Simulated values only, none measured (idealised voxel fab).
Module name: voxel transistor to metal (process module)
Section cut is 210 nm wide and gridded with 5 nm square cells.
Each cross-section below is a grid of square cells, stated as bands in top-down order, with one or more rows of cells making up each band. Quick guide to a band line: top height, bottom height (nm) up front; then every material left to right with its width in nm. Only one material and it's marked "edge to edge"? Then it fills the band edge to edge. And "air" just means empty space. Height reference: 0 = level under which incoming wafer is all one material. Lowest band: no bottom, runs on downward, e.g. "0 and below". Think of "30 to 40" as a width that walks from the first number to the second as you go down the band, top row to bottom row, taking equal-sized steps from row to row. Basically "nothing was modified" means that step didn't change any cell in the cross-section. Listed in "Voids, enclosed": every empty space of 8 or more cells without an open way to the top. Form: width x height at distance, the distance being from the left edge, all in nm. On each step's line, the part that comes after the settings is the simulator's own comment on the step. overlay nm: right-of-plan distance of the mask on a masked step; negative values mean left-of-plan.

## Steps planned for the process
1,RECEIVE with material Si
2,OXIDIZE with depth nm 5
3,CONFORMAL_DEP with material SiN, thk nm 15
4,MASKED_ETCH with tone cover, mask id ACTIVE, width nm 115, etch materials SiN, depth nm 15, overlay nm 0
5,MASKED_ETCH with tone cover, mask id ACTIVE, width nm 115, etch materials SiO2, depth nm 5, overlay nm 0
6,MASKED_ETCH with tone cover, mask id ACTIVE, width nm 115, etch materials Si, depth nm 25, overlay nm 0
7,OXIDIZE with depth nm 5
8,FILL_DEP with material SiO2, thk nm 15
9,CMP with height nm 15
10,SELECTIVE_ETCH with etch materials SiO2, depth nm 10
11,STRIP with etch materials SiN
12,SELECTIVE_ETCH with etch materials SiO2, depth nm 5
13,OXIDIZE with depth nm 5
14,DIRECTIONAL_DEP with material polySi, thk nm 25
15,DIRECTIONAL_DEP with material SiCN, thk nm 10
16,DIRECTIONAL_DEP with material aC, thk nm 10
17,PATTERN with tone cover, mask id GATE, material resist, width nm 15, thk nm 25, overlay nm 0
18,DIRECTIONAL_ETCH with etch materials aC, depth nm 10
19,STRIP with etch materials resist
20,DIRECTIONAL_ETCH with etch materials SiCN, depth nm 20
21,DIRECTIONAL_ETCH with etch materials polySi, depth nm 35
22,STRIP with etch materials aC
23,CONFORMAL_DEP with material SiN, thk nm 10
24,DIRECTIONAL_ETCH with etch materials SiN, depth nm 10
25,DIRECTIONAL_ETCH with etch materials SiO2, depth nm 5
26,DIRECTIONAL_ETCH with etch materials Si, depth nm 10
27,EPI with material nSi, thk nm 15
28,FILL_DEP with material SiO2, thk nm 5
29,CMP with height nm 30
30,DIRECTIONAL_DEP with material SiO2, thk nm 15
31,DIRECTIONAL_DEP with material aC, thk nm 10
32,PATTERN with tone open, mask id CONTACT, material resist, width nm 20, pitch nm 75, thk nm 30, overlay nm 0
33,DIRECTIONAL_ETCH with etch materials aC, depth nm 10
34,STRIP with etch materials resist
35,DIRECTIONAL_ETCH with etch materials SiO2, depth nm 50
36,STRIP with etch materials aC
37,CONFORMAL_DEP with material TiN, thk nm 5
38,FILL_DEP with material W, thk nm 5
39,CMP with height nm 45
40,CONFORMAL_DEP with material SiCN, thk nm 5
41,DIRECTIONAL_DEP with material lowk, thk nm 25
42,PATTERN with tone open, mask id METAL_1, material resist, width nm 20, pitch nm 75, thk nm 15, overlay nm 0
43,DIRECTIONAL_ETCH with etch materials lowk, depth nm 25
44,DIRECTIONAL_ETCH with etch materials SiCN, depth nm 5
45,STRIP with etch materials resist
46,CONFORMAL_DEP with material TiN, thk nm 5
47,FILL_DEP with material Ru, thk nm 10
48,CMP with height nm 75
49,CONFORMAL_DEP with material SiN, thk nm 5

## Cross-sectional view of the wafer in its as-received condition, corresponding to the state after step 1
* 0 and below = Si edge to edge
* Voids, enclosed: none

## First of two wafers, end-of-module section, run followed plan
* 80 down to 75 = SiN edge to edge
* 75 down to 50 = lowk 55 nm / TiN 5 nm / Ru 10 nm / TiN 5 nm / lowk 55 nm / TiN 5 nm / Ru 10 nm / TiN 5 nm / lowk 60 nm
* 50 down to 45 = SiCN 55 nm / TiN 20 nm / SiCN 55 nm / TiN 20 nm / SiCN 60 nm
* 45 down to 30 = SiO2 55 nm / TiN 5 nm / W 10 nm / TiN 5 nm / SiO2 55 nm / TiN 5 nm / W 10 nm / TiN 5 nm / SiO2 60 nm
* 30 down to 20 = SiO2 55 nm / TiN 5 nm / W 10 nm / TiN 5 nm / SiO2 10 nm / SiN 10 nm / SiCN 15 nm / SiN 10 nm / SiO2 10 nm / TiN 5 nm / W 10 nm / TiN 5 nm / SiO2 60 nm
* 20 down to 10 = SiO2 55 nm / TiN 5 nm / W 10 nm / TiN 5 nm / SiO2 10 nm / SiN 10 nm / polySi 15 nm / SiN 10 nm / SiO2 10 nm / TiN 5 nm / W 10 nm / TiN 5 nm / SiO2 60 nm
* 10 down to 5 = SiO2 55 nm / TiN 5 nm / W 5 nm / TiN 10 nm / SiO2 10 nm / SiN 10 nm / polySi 15 nm / SiN 10 nm / SiO2 10 nm / TiN 10 nm / W 5 nm / TiN 5 nm / SiO2 60 nm
* 5 down to 0 = SiO2 55 nm / TiN 5 nm / W 5 nm / TiN 5 nm / nSi 15 nm / SiN 10 nm / polySi 15 nm / SiN 10 nm / nSi 15 nm / TiN 5 nm / W 5 nm / TiN 5 nm / SiO2 60 nm
* 0 down to -5 = SiO2 40 nm / SiN 10 nm / SiO2 5 nm / TiN 15 nm / nSi 15 nm / SiN 10 nm / polySi 15 nm / SiN 10 nm / nSi 15 nm / TiN 15 nm / SiO2 5 nm / SiN 10 nm / SiO2 45 nm
* -5 down to -10 = SiO2 50 nm / nSi 35 nm / SiO2 35 nm / nSi 35 nm / SiO2 55 nm
* -10 down to -20 = SiO2 50 nm / nSi 35 nm / Si 35 nm / nSi 35 nm / SiO2 55 nm
* -20 down to -35 = SiO2 50 nm / Si 105 nm / SiO2 55 nm
* -35 and below = Si edge to edge
* Voids, enclosed: none

## Wafer two cross-section, module end. Start and plan unchanged from wafer one; one mistake made during the run
* 80 down to 75 = SiN edge to edge
* 75 down to 50 = lowk 55 nm / TiN 5 nm / Ru 10 nm / TiN 5 nm / lowk 55 nm / TiN 5 nm / Ru 10 nm / TiN 5 nm / lowk 60 nm
* 50 down to 45 = SiCN 55 nm / TiN 20 nm / SiCN 55 nm / TiN 20 nm / SiCN 60 nm
* 45 down to 30 = SiO2 55 nm / TiN 5 nm / W 10 nm / TiN 5 nm / SiO2 55 nm / TiN 5 nm / W 10 nm / TiN 5 nm / SiO2 60 nm
* 30 down to 20 = SiO2 55 nm / TiN 5 nm / W 10 nm / TiN 5 nm / SiO2 10 nm / SiN 10 nm / SiCN 15 nm / SiN 10 nm / SiO2 10 nm / TiN 5 nm / W 10 nm / TiN 5 nm / SiO2 60 nm
* 20 down to 10 = SiO2 55 nm / TiN 5 nm / W 10 nm / TiN 5 nm / SiO2 10 nm / SiN 10 nm / polySi 15 nm / SiN 10 nm / SiO2 10 nm / TiN 5 nm / W 10 nm / TiN 5 nm / SiO2 60 nm
* 10 down to 5 = SiO2 55 nm / TiN 5 nm / W 5 nm / TiN 10 nm / SiO2 10 nm / SiN 10 nm / polySi 15 nm / SiN 10 nm / SiO2 10 nm / TiN 10 nm / W 5 nm / TiN 5 nm / SiO2 60 nm
* 5 down to 0 = SiO2 55 nm / TiN 5 nm / W 5 nm / TiN 5 nm / nSi 15 nm / SiN 10 nm / polySi 15 nm / SiN 10 nm / nSi 15 nm / TiN 5 nm / W 5 nm / TiN 5 nm / SiO2 60 nm
* 0 down to -5 = SiO2 30 nm / SiN 10 nm / SiO2 15 nm / TiN 15 nm / nSi 15 nm / SiN 10 nm / polySi 15 nm / SiN 10 nm / nSi 15 nm / TiN 15 nm / SiO2 15 nm / SiN 10 nm / SiO2 35 nm
* -5 down to -10 = SiO2 30 nm / SiN 20 nm / nSi 35 nm / SiO2 35 nm / nSi 35 nm / SiN 20 nm / SiO2 35 nm
* -10 down to -15 = SiO2 30 nm / SiN 20 nm / SiO2 5 nm / nSi 30 nm / Si 35 nm / nSi 30 nm / SiO2 5 nm / SiN 20 nm / SiO2 35 nm
* -15 down to -20 = SiO2 55 nm / nSi 30 nm / Si 35 nm / nSi 30 nm / SiO2 60 nm
* -20 down to -35 = SiO2 50 nm / Si 105 nm / SiO2 55 nm
* -35 and below = Si edge to edge
* Voids, enclosed: none
Which mistake was made when the wafer was run? a sequencing error occurred in which plan steps 10 and 11 were transposed
at the end the second wafer has, in cells: SiN +16 | SiO2 -12 | nSi -4
